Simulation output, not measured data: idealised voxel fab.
Title: Process Module voxel self aligned contacts
Square cells of 5 nm make up the cross-section cut, whose width is 270 nm.
Cross-section layout: square cells on a grid; listed as bands, top to bottom; a band spans one or more cell rows.
Band entry format. Leading values: height of top, height of bottom, nm. Remainder: materials in left-to-right order, each with its width in nm. Special words: "all across" on a single material, which then fills the band edge to edge; "air", empty space.
Zero point of the height axis is 0; under it, received wafer = one material. Lowest band: continues down indefinitely, "0..down".
Width "30..40": first value at the band's top row of cells, second value at its bottom row, equal change from row to row.
The designation "all unchanged", where it is given for a processing step, indicates that no cell of the cross-section was altered in the course of that step.
Any empty space of 8 cells or more lacking an open way to the top shows up in "Closed internal voids" as width x height at distance, distance from the left edge, in nm.
Past the settings on a step's line: simulator remark, on that step.
The "overlay nm" setting may appear on a step's line; for a step that uses a mask, it gives how far to the right of its planned position the mask lay, and a negative value indicates the left.

Here's what the planned process steps look like
1) RECEIVE with material Si
2) CONFORMAL_DEP with material SiO2, thk nm 5
3) DIRECTIONAL_DEP with material polySi, thk nm 25
4) DIRECTIONAL_DEP with material SiN, thk nm 25
5) MASKED_ETCH with tone cover, mask id GATE, width nm 30, pitch nm 70, etch materials SiN, depth nm 25, overlay nm 0
6) MASKED_ETCH with tone cover, mask id GATE, width nm 30, pitch nm 70, etch materials polySi, depth nm 25, overlay nm 0
7) CONFORMAL_DEP with material SiN, thk nm 10
8) DIRECTIONAL_ETCH with etch materials SiN, depth nm 10
9) FILL_DEP with material SiO2, thk nm 15
10) CMP with height nm 65
11) MASKED_ETCH with tone open, mask id CONTACT, width nm 50, pitch nm 70, etch materials SiO2, depth nm 65, overlay nm 0
12) CONFORMAL_DEP with material TiN, thk nm 5
13) FILL_DEP with material W, thk nm 5
14) CMP with height nm 65
15) CONFORMAL_DEP with material SiN, thk nm 5

Below: the first of two wafers, run as planned

Cross-section of the incoming wafer, state after step 1
  0..down: Si all across
  Closed internal voids: none

The wafer, seen in cross-section, after step 2
  5..0: SiO2 all across
  Below a height of 0, the structure has not been altered.

The wafer, seen in cross-section, after step 3
  30..5: polySi all across
  Below a height of 5, the structure has not been altered.

The wafer, seen in cross-section, after step 4
  55..30: SiN all across
  Below a height of 30, the structure has not been altered.

The wafer, seen in cross-section, after step 5
  55..30: air 50  SiN 30  air 40  SiN 30  air 40  SiN 30  air 50
  Below a height of 30, the structure has not been altered.

The wafer, seen in cross-section, after step 6
  55..30: air 50  SiN 30  air 40  SiN 30  air 40  SiN 30  air 50
  30..5: air 50  polySi 30  air 40  polySi 30  air 40  polySi 30  air 50
  Below a height of 5, the structure has not been altered.

The wafer, seen in cross-section, after step 7
  65..30: air 40  SiN 50  air 20  SiN 50  air 20  SiN 50  air 40
  30..15: air 40  SiN 10  polySi 30  SiN 10  air 20  SiN 10  polySi 30  SiN 10  air 20  SiN 10  polySi 30  SiN 10  air 40
  15..5: SiN 50  polySi 30  SiN 40  polySi 30  SiN 40  polySi 30  SiN 50
  Below a height of 5, the structure has not been altered.

The wafer, seen in cross-section, after step 8
  55..30: air 40  SiN 50  air 20  SiN 50  air 20  SiN 50  air 40
  30..5: air 40  SiN 10  polySi 30  SiN 10  air 20  SiN 10  polySi 30  SiN 10  air 20  SiN 10  polySi 30  SiN 10  air 40
  Below a height of 5, the structure has not been altered.

The wafer, seen in cross-section, after step 9
  70..55: SiO2 all across
  55..30: SiO2 40  SiN 50  SiO2 20  SiN 50  SiO2 20  SiN 50  SiO2 40
  30..5: SiO2 40  SiN 10  polySi 30  SiN 10  SiO2 20  SiN 10  polySi 30  SiN 10  SiO2 20  SiN 10  polySi 30  SiN 10  SiO2 40
  Below a height of 5, the structure has not been altered.

The wafer, seen in cross-section, after step 10
  65..55: SiO2 all across
  Below a height of 55, the structure has not been altered.

The wafer, seen in cross-section, after step 11
  65..55: SiO2 75  air 50  SiO2 20  air 50  SiO2 75
  55..30: SiO2 40  SiN 50  air 20  SiN 50  air 20  SiN 50  SiO2 40
  30..5: SiO2 40  SiN 10  polySi 30  SiN 10  air 20  SiN 10  polySi 30  SiN 10  air 20  SiN 10  polySi 30  SiN 10  SiO2 40
  5..0: SiO2 90  air 20  SiO2 50  air 20  SiO2 90
  Below a height of 0, the structure has not been altered.

The wafer, seen in cross-section, after step 12
  70..65: TiN 80  air 40  TiN 30  air 40  TiN 80
  65..55: SiO2 75  TiN 5..20  air 40..10  TiN 5..20  SiO2 20  TiN 5..20  air 40..10  TiN 5..20  SiO2 75
  55..30: SiO2 40  SiN 50  TiN 5  air 10  TiN 5  SiN 50  TiN 5  air 10  TiN 5  SiN 50  SiO2 40
  30..5: SiO2 40  SiN 10  polySi 30  SiN 10  TiN 5  air 10  TiN 5  SiN 10  polySi 30  SiN 10  TiN 5  air 10  TiN 5  SiN 10  polySi 30  SiN 10  SiO2 40
  5..0: SiO2 90  TiN 20  SiO2 50  TiN 20  SiO2 90
  Below a height of 0, the structure has not been altered.

The wafer, seen in cross-section, after step 13
  75..70: W all across
  70..65: TiN 80  W 40  TiN 30  W 40  TiN 80
  65..55: SiO2 75  TiN 5..20  W 40..10  TiN 5..20  SiO2 20  TiN 5..20  W 40..10  TiN 5..20  SiO2 75
  55..30: SiO2 40  SiN 50  TiN 5  W 10  TiN 5  SiN 50  TiN 5  W 10  TiN 5  SiN 50  SiO2 40
  30..5: SiO2 40  SiN 10  polySi 30  SiN 10  TiN 5  W 10  TiN 5  SiN 10  polySi 30  SiN 10  TiN 5  W 10  TiN 5  SiN 10  polySi 30  SiN 10  SiO2 40
  Below a height of 5, the structure has not been altered.

The wafer, seen in cross-section, after step 14
  65..55: SiO2 75  TiN 5..20  W 40..10  TiN 5..20  SiO2 20  TiN 5..20  W 40..10  TiN 5..20  SiO2 75
  Below a height of 55, the structure has not been altered.

The wafer, seen in cross-section, after step 15
  70..65: SiN all across
  Below a height of 65, the structure has not been altered.

Wafer two. Same start, same plan, one slip in execution. Same as wafer one through step 3, inclusive

Cross-sectional representation of the second wafer at the time designated in the plan for the completion of step 4
  80..30: SiN all across
  Below a height of 30, the structure has not been altered.

Cross-sectional representation of the second wafer at the time designated in the plan for the completion of step 5
  80..55: air 50  SiN 30  air 40  SiN 30  air 40  SiN 30  air 50
  Below a height of 55, the structure has not been altered.

Cross-sectional representation of the second wafer at the time designated in the plan for the completion of step 6: all unchanged

Cross-sectional representation of the second wafer at the time designated in the plan for the completion of step 7
  90..65: air 40  SiN 50  air 20  SiN 50  air 20  SiN 50  air 40
  65..30: SiN all across
  Below a height of 30, the structure has not been altered.

Cross-sectional representation of the second wafer at the time designated in the plan for the completion of step 8
  80..55: air 40  SiN 50  air 20  SiN 50  air 20  SiN 50  air 40
  Below a height of 55, the structure has not been altered.

Cross-sectional representation of the second wafer at the time designated in the plan for the completion of step 9
  95..80: SiO2 all across
  80..55: SiO2 40  SiN 50  SiO2 20  SiN 50  SiO2 20  SiN 50  SiO2 40
  Below a height of 55, the structure has not been altered.

Cross-sectional representation of the second wafer at the time designated in the plan for the completion of step 10
  65..55: SiO2 40  SiN 50  SiO2 20  SiN 50  SiO2 20  SiN 50  SiO2 40
  Below a height of 55, the structure has not been altered.

Cross-sectional representation of the second wafer at the time designated in the plan for the completion of step 11
  65..55: SiO2 40  SiN 50  air 20  SiN 50  air 20  SiN 50  SiO2 40
  Below a height of 55, the structure has not been altered.

Cross-sectional representation of the second wafer at the time designated in the plan for the completion of step 12
  70..65: TiN 95  air 10  TiN 60  air 10  TiN 95
  65..60: SiO2 40  SiN 50  TiN 5  air 10  TiN 5  SiN 50  TiN 5  air 10  TiN 5  SiN 50  SiO2 40
  60..55: SiO2 40  SiN 50  TiN 20  SiN 50  TiN 20  SiN 50  SiO2 40
  Below a height of 55, the structure has not been altered.

Cross-sectional representation of the second wafer at the time designated in the plan for the completion of step 13
  75..70: W all across
  70..65: TiN 95  W 10  TiN 60  W 10  TiN 95
  65..60: SiO2 40  SiN 50  TiN 5  W 10  TiN 5  SiN 50  TiN 5  W 10  TiN 5  SiN 50  SiO2 40
  Below a height of 60, the structure has not been altered.

Cross-sectional representation of the second wafer at the time designated in the plan for the completion of step 14
  65..60: SiO2 40  SiN 50  TiN 5  W 10  TiN 5  SiN 50  TiN 5  W 10  TiN 5  SiN 50  SiO2 40
  Below a height of 60, the structure has not been altered.

Cross-sectional representation of the second wafer at the time designated in the plan for the completion of step 15
  70..65: SiN all across
  Below a height of 65, the structure has not been altered.
The mistake made against the process plan was this: plan step 4 was twice executed
Upon completion, the second wafer contains, in terms of cells, a greater or smaller amount of certain materials than the first wafer: +120 SiN | -188 SiO2 | -56 TiN | -56 W | +180 polySi
